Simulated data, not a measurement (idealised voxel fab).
process module | voxel self aligned vias
cross-section cut | 205 nm wide | cells 5 nm
A cross-section is a grid of square cells, given in bands from the top down. A band is one or more rows of cells.
Each band's line starts with the height of the band's top and of its bottom, in nm. Then come its materials from left to right, each with its width in nm. One material with "throughout" fills the band from edge to edge. "air" is empty space.
Height 0 is the level under which the wafer as received is all one material. The lowest band goes on downwards, as in "0 down".
A width such as "30 to 40" changes by the same amount from each row of cells to the next, from the band's top row to its bottom row.
"no change" after a step means that no cell of the cross-section changed.
closed voids: empty space of 8 cells or more with no open way to the top, each as width x height at its distance from the left edge, in nm
after a step's settings: what the simulator itself notes on the step
overlay nm, on a step with a mask: how far to the right of its planned place the mask lay; to the left if negative
plan
1 op RECEIVE | material Si
2 op CONFORMAL_DEP | material SiO2 | thk nm 10
3 op CONFORMAL_DEP | material SiCN | thk nm 5
4 op DIRECTIONAL_DEP | material lowk | thk nm 20
5 op DIRECTIONAL_DEP | material aC | thk nm 10
6 op PATTERN | tone open | mask id LINES | material resist | width nm 30 | pitch nm 80 | thk nm 30 | overlay nm 0
7 op DIRECTIONAL_ETCH | etch materials aC | depth nm 10
8 op STRIP | etch materials resist
9 op DIRECTIONAL_ETCH | etch materials lowk | depth nm 20
10 op STRIP | etch materials aC
11 op CONFORMAL_DEP | material TiN | thk nm 5
12 op FILL_DEP | material Ru | thk nm 5
13 op CMP | height nm 35
14 op SELECTIVE_ETCH | etch materials W Ru TiN | depth nm 10
15 op FILL_DEP | material SiN | thk nm 10
16 op CMP | height nm 35
17 op DIRECTIONAL_DEP | material lowk | thk nm 15
18 op DIRECTIONAL_DEP | material aC | thk nm 10
19 op PATTERN | tone open | mask id VIAS | material resist | width nm 50 | thk nm 30 | overlay nm 0
20 op DIRECTIONAL_ETCH | etch materials aC | depth nm 10
21 op STRIP | etch materials resist
22 op DIRECTIONAL_ETCH | etch materials lowk | depth nm 15
23 op DIRECTIONAL_ETCH | etch materials SiN | depth nm 10
24 op STRIP | etch materials aC
25 op CONFORMAL_DEP | material TiN | thk nm 5
26 op FILL_DEP | material W | thk nm 10
27 op CMP | height nm 50
28 op CONFORMAL_DEP | material SiN | thk nm 5
as received, after step 1
  0 down: Si throughout
  closed voids: none
a wafer at the end: this start, this plan, one mistake
  55 to 50: SiN throughout
  50 to 40: lowk 35 | TiN 5 | W 40 | TiN 5 | lowk 120
  40 to 35: lowk 35 | TiN 20 | W 20 | TiN 10 | lowk 120
  35 to 30: lowk 50 | TiN 5 | W 20 | TiN 5 | lowk 50 | SiN 30 | lowk 45
  30 to 25: lowk 50 | TiN 30 | lowk 50 | SiN 30 | lowk 45
  25 to 20: lowk 50 | TiN 5 | Ru 20 | TiN 5 | lowk 50 | TiN 5 | Ru 20 | TiN 5 | lowk 45
  20 to 15: lowk 50 | TiN 30 | lowk 50 | TiN 30 | lowk 45
  15 to 10: SiCN throughout
  10 to 0: SiO2 throughout
  0 down: Si throughout
  closed voids: none
what went wrong: step 6 ran as: op PATTERN | tone open | mask id LINES | material resist | width nm 30 | pitch nm 80 | thk nm 30 | overlay nm 5
